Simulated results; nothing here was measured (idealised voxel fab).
process module | voxel plated lines
cross-section cut | 215 nm wide | cells 5 nm
A cross-section is a grid of square cells, given in bands from the top down. A band is one or more rows of cells.
Each band's line starts with the height of the band's top and of its bottom, in nm. Then come its materials from left to right, each with its width in nm. One material with "throughout" fills the band from edge to edge. "air" is empty space.
Height 0 is the level under which the wafer as received is all one material. The lowest band goes on downwards, as in "0 down".
A width such as "30 to 40" changes by the same amount from each row of cells to the next, from the band's top row to its bottom row.
"no change" after a step means that no cell of the cross-section changed.
closed voids: empty space of 8 cells or more with no open way to the top, each as width x height at its distance from the left edge, in nm
after a step's settings: what the simulator itself notes on the step
overlay nm, on a step with a mask: how far to the right of its planned place the mask lay; to the left if negative
plan
1 op RECEIVE | material Si
2 op CONFORMAL_DEP | material Al2O3 | thk nm 5
3 op DIRECTIONAL_DEP | material TiN | thk nm 5
4 op PATTERN | tone open | mask id LINES | material resist | width nm 25 | pitch nm 50 | thk nm 30 | overlay nm 0
5 op EPI | material Ru | thk nm 5
6 op EPI | material Ru | thk nm 5
7 op STRIP | etch materials resist
8 op DIRECTIONAL_ETCH | etch materials TiN | depth nm 5
9 op CONFORMAL_DEP | material SiO2 | thk nm 10
as received, after step 1
  0 down: Si throughout
  closed voids: none
a wafer at the end: this start, this plan, one mistake
  30 to 20: air 65 | SiO2 45 | air 5 | SiO2 45 | air 55
  20 to 15: air 65 | SiO2 10 | Ru 25 | SiO2 10 | air 5 | SiO2 10 | Ru 25 | SiO2 10 | air 55
  15 to 10: SiO2 75 | Ru 25 | SiO2 25 | Ru 25 | SiO2 65
  10 to 5: SiO2 75 | TiN 25 | SiO2 25 | TiN 25 | SiO2 65
  5 to 0: Al2O3 throughout
  0 down: Si throughout
  closed voids: none
what went wrong: step 4 ran as: op PATTERN | tone open | mask id LINES | material resist | width nm 25 | pitch nm 50 | thk nm 30 | overlay nm 5
